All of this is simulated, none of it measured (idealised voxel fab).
Documented hereafter: the process module known as voxel ribs on slabs.
Shown is cross-section cut, with a width of 160 nm and square cells of size 5 nm.
We lay out every cross-section as a grid of square cells and spell it out in bands from the top down, where one band means one or more rows of cells. Read a band's entry like this: the first values are the height of its top and the height of its bottom in nm, and what follows is the sequence of materials from left to right, each with its width in nm. Note that "air" is empty space, and that a single material marked "everywhere" reaches across the band from edge to edge. Counting heights begins at 0, where everything beneath is, in the wafer as received, one material. The lowest band has no bottom; it goes on downwards, as "0 -> down" shows. Width: "30..40" (first number = top row, second number = bottom row, same change from row to row of cells). "no change" (step): cross-section cells unchanged, all of them. Each empty space that has no open way to the top and spans at least 8 cells appears under "Catalogued sealed voids" as width x height at distance, the distance counted from the left edge, all in nm. Formally, on a step line, whatever follows the settings is a remark that the simulator itself makes on the step. overlay nm: mask offset rightward from planned place, masked step; negative means leftward offset.
[The steps planned for the process are as follows]
1 RECEIVE (material Si)
2 DIRECTIONAL_DEP (material SiO2; thk nm 20)
3 DIRECTIONAL_DEP (material polySi; thk nm 20)
4 MASKED_ETCH (tone cover; mask id RIB; width nm 30; etch materials polySi; depth nm 5; overlay nm 0)
5 PATTERN (tone cover; mask id SLAB; material resist; width nm 80; thk nm 20; overlay nm 0)
6 DIRECTIONAL_ETCH (etch materials polySi; depth nm 15)
7 STRIP (etch materials resist)
8 FILL_DEP (material SiO2; thk nm 20)
9 CMP (height nm 55)
10 DIRECTIONAL_DEP (material W; thk nm 10)
11 MASKED_ETCH (tone cover; mask id HEATER; width nm 40; etch materials W; depth nm 10; overlay nm 0)
12 CONFORMAL_DEP (material SiN; thk nm 5)
[Account of the first of two wafers, which was processed as intended]
[Cross-section of the incoming wafer, state after step 1]
* 0 -> down: Si everywhere
* Catalogued sealed voids: none
[After step 2: wafer cross-section]
* 20 -> 0: SiO2 everywhere
* Below 0, the layers are the same as they were.
[After step 3: wafer cross-section]
* 40 -> 20: polySi everywhere
* Below 20, the layers are the same as they were.
[After step 4: wafer cross-section]
* 40 -> 35: air (65); polySi (30); air (65)
* Below 35, the layers are the same as they were.
[After step 5: wafer cross-section]
* 60 -> 40: air (40); resist (80); air (40)
* 40 -> 35: air (40); resist (25); polySi (30); resist (25); air (40)
* Below 35, the layers are the same as they were.
[After step 6: wafer cross-section]
* 60 -> 40: air (40); resist (80); air (40)
* 40 -> 35: air (40); resist (25); polySi (30); resist (25); air (40)
* 35 -> 20: air (40); polySi (80); air (40)
* Below 20, the layers are the same as they were.
[After step 7: wafer cross-section]
* 40 -> 35: air (65); polySi (30); air (65)
* Below 35, the layers are the same as they were.
[After step 8: wafer cross-section]
* 60 -> 40: SiO2 everywhere
* 40 -> 35: SiO2 (65); polySi (30); SiO2 (65)
* 35 -> 20: SiO2 (40); polySi (80); SiO2 (40)
* Below 20, the layers are the same as they were.
[After step 9: wafer cross-section]
* 55 -> 40: SiO2 everywhere
* Below 40, the layers are the same as they were.
[After step 10: wafer cross-section]
* 65 -> 55: W everywhere
* Below 55, the layers are the same as they were.
[After step 11: wafer cross-section]
* 65 -> 55: air (60); W (40); air (60)
* Below 55, the layers are the same as they were.
[After step 12: wafer cross-section]
* 70 -> 65: air (55); SiN (50); air (55)
* 65 -> 60: air (55); SiN (5); W (40); SiN (5); air (55)
* 60 -> 55: SiN (60); W (40); SiN (60)
* Below 55, the layers are the same as they were.
[Here the second wafer is described. Its start and its plan were those of the first wafer. Its run contained one mistake. Up to and including step 2, it did exactly what the first wafer did]
[when step 3 should have ended]
* 60 -> 20: polySi everywhere
* Below 20, the layers are the same as they were.
[when step 4 should have ended]
* 60 -> 55: air (65); polySi (30); air (65)
* Below 55, the layers are the same as they were.
[when step 5 should have ended]
* 80 -> 60: air (40); resist (80); air (40)
* 60 -> 55: air (40); resist (25); polySi (30); resist (25); air (40)
* Below 55, the layers are the same as they were.
[when step 6 should have ended]
* 80 -> 60: air (40); resist (80); air (40)
* 60 -> 55: air (40); resist (25); polySi (30); resist (25); air (40)
* 55 -> 40: air (40); polySi (80); air (40)
* Below 40, the layers are the same as they were.
[when step 7 should have ended]
* 60 -> 55: air (65); polySi (30); air (65)
* Below 55, the layers are the same as they were.
[when step 8 should have ended]
* 80 -> 60: SiO2 everywhere
* 60 -> 55: SiO2 (65); polySi (30); SiO2 (65)
* 55 -> 40: SiO2 (40); polySi (80); SiO2 (40)
* Below 40, the layers are the same as they were.
[when step 9 should have ended]
* 55 -> 40: SiO2 (40); polySi (80); SiO2 (40)
* Below 40, the layers are the same as they were.
[when step 10 should have ended]
* 65 -> 55: W everywhere
* Below 55, the layers are the same as they were.
[when step 11 should have ended]
* 65 -> 55: air (60); W (40); air (60)
* Below 55, the layers are the same as they were.
[when step 12 should have ended]
* 70 -> 65: air (55); SiN (50); air (55)
* 65 -> 60: air (55); SiN (5); W (40); SiN (5); air (55)
* 60 -> 55: SiN (60); W (40); SiN (60)
* Below 55, the layers are the same as they were.
Want to know what went wrong? step 3 of the plan was executed twice over
Final wafer comparison in cells, second versus first, more or fewer per material: -122 SiO2, +122 polySi
